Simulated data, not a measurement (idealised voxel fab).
This section sets out a process module, namely voxel self aligned vias.
Square cells of 5 nm make up the cross-section cut, whose width is 235 nm.
Heads up, the way a cross-section reads in here is a grid of square cells, handed over as bands from the top down, with every band being one or more rows of cells. It is stipulated that each band's entry specify, in nanometres, the height of the top of the band and then that of its bottom, followed by the materials of the band in left-to-right sequence, each together with its width in nanometres. A single material marked by the word "everywhere" is understood to fill the band from edge to edge; the word "empty" is understood to denote empty space. Heights from 0 (as-received wafer is one material below). Bottom band endless downward, as "0 down". Per-row width for "30->40": begins at first number (top row of band), ends at second number (bottom row), increment between rows held constant. When a step is marked "changes: none", none of the cells in the cross-section changed during that step. "Enclosed cavity list" specifies each empty space that is not open to the top and that occupies no fewer than 8 cells, using the form width x height at distance, the distance measured from the left edge and all three quantities in nm. On each step's line, the part that comes after the settings is the simulator's own comment on the step. A step's line can hold "overlay nm"; with a mask on that step, the setting says how far right of the planned place the mask lay, while a negative setting says it lay to the left.
## List of planned process steps
1,RECEIVE | material Si
2,CONFORMAL_DEP | material SiO2 | thk nm 10
3,CONFORMAL_DEP | material SiCN | thk nm 5
4,DIRECTIONAL_DEP | material SiO2 | thk nm 30
5,MASKED_ETCH | tone open | mask id LINES | width nm 25 | pitch nm 70 | etch materials SiO2 | depth nm 30 | overlay nm -15
6,CONFORMAL_DEP | material TiN | thk nm 5
7,FILL_DEP | material Ru | thk nm 5
8,CMP | height nm 45
9,SELECTIVE_ETCH | etch materials W Ru TiN | depth nm 10
10,FILL_DEP | material SiN | thk nm 10
11,CMP | height nm 45
12,DIRECTIONAL_DEP | material SiO2 | thk nm 15
13,DIRECTIONAL_DEP | material aC | thk nm 10
14,PATTERN | tone open | mask id VIAS | material resist | width nm 45 | pitch nm 70 | thk nm 30 | overlay nm 0
15,DIRECTIONAL_ETCH | etch materials aC | depth nm 10
16,STRIP | etch materials resist
17,DIRECTIONAL_ETCH | etch materials SiO2 | depth nm 15
18,DIRECTIONAL_ETCH | etch materials SiN | depth nm 10
19,STRIP | etch materials aC
20,CONFORMAL_DEP | material TiN | thk nm 5
21,FILL_DEP | material W | thk nm 10
22,CMP | height nm 60
23,CONFORMAL_DEP | material SiN | thk nm 5
The overlay nm used in step 5 is not the same on every wafer, whereas the starting condition is; the value printed in the plan is the first wafer's.
## So this is the first of several wafers, cross-sectioned as it came to us, meaning it's at the end of step 1
	0 down | Si everywhere
	Enclosed cavity list: none
## First of several wafers: cross-section at the end of the module, after step 23, its last step
	65 to 60 | SiN everywhere
	60 to 50 | 60 SiO2; 5 TiN; 35 W; 5 TiN; 25 SiO2; 5 TiN; 35 W; 5 TiN; 60 SiO2
	50 to 45 | 60 SiO2; 5 TiN; 10 W; 30 TiN; 25 SiO2; 5 TiN; 10 W; 30 TiN; 60 SiO2
	45 to 40 | 55 SiO2; 5 SiN; 5 TiN; 10 W; 5 TiN; 45 SiO2; 5 SiN; 5 TiN; 10 W; 5 TiN; 85 SiO2
	40 to 35 | 55 SiO2; 5 SiN; 20 TiN; 45 SiO2; 5 SiN; 20 TiN; 85 SiO2
	35 to 20 | 55 SiO2; 5 TiN; 15 Ru; 5 TiN; 45 SiO2; 5 TiN; 15 Ru; 5 TiN; 85 SiO2
	20 to 15 | 55 SiO2; 25 TiN; 45 SiO2; 25 TiN; 85 SiO2
	15 to 10 | SiCN everywhere
	10 to 0 | SiO2 everywhere
	0 down | Si everywhere
	Enclosed cavity list: none
## End of module, last wafer sectioned
	65 to 60 | SiN everywhere
	60 to 50 | 60 SiO2; 5 TiN; 35 W; 5 TiN; 25 SiO2; 5 TiN; 35 W; 5 TiN; 60 SiO2
	50 to 45 | 60 SiO2; 30 TiN; 10 W; 5 TiN; 25 SiO2; 30 TiN; 10 W; 5 TiN; 60 SiO2
	45 to 40 | 85 SiO2; 5 TiN; 10 W; 5 TiN; 5 SiN; 45 SiO2; 5 TiN; 10 W; 5 TiN; 5 SiN; 55 SiO2
	40 to 35 | 85 SiO2; 20 TiN; 5 SiN; 45 SiO2; 20 TiN; 5 SiN; 55 SiO2
	35 to 20 | 85 SiO2; 5 TiN; 15 Ru; 5 TiN; 45 SiO2; 5 TiN; 15 Ru; 5 TiN; 55 SiO2
	20 to 15 | 85 SiO2; 25 TiN; 45 SiO2; 25 TiN; 55 SiO2
	15 to 10 | SiCN everywhere
	10 to 0 | SiO2 everywhere
	0 down | Si everywhere
	Enclosed cavity list: none
## Per wafer, end of module: cells gained (+) or lost (-) per material since receipt, then closed voids
overlay nm -15, +18 Ru, +47 SiCN, +51 SiN, +403 SiO2, +56 TiN, +36 W, Enclosed cavity list: none
overlay nm -10, +18 Ru, +47 SiCN, +47 SiN, +403 SiO2, +56 TiN, +40 W, Enclosed cavity list: none
overlay nm -5, +18 Ru, +47 SiCN, +47 SiN, +403 SiO2, +56 TiN, +40 W, Enclosed cavity list: none
overlay nm 0, +18 Ru, +47 SiCN, +47 SiN, +403 SiO2, +56 TiN, +40 W, Enclosed cavity list: none
overlay nm 5, +18 Ru, +47 SiCN, +47 SiN, +403 SiO2, +56 TiN, +40 W, Enclosed cavity list: none
overlay nm 10, +18 Ru, +47 SiCN, +47 SiN, +403 SiO2, +56 TiN, +40 W, Enclosed cavity list: none
overlay nm 15, +18 Ru, +47 SiCN, +51 SiN, +403 SiO2, +56 TiN, +36 W, Enclosed cavity list: none
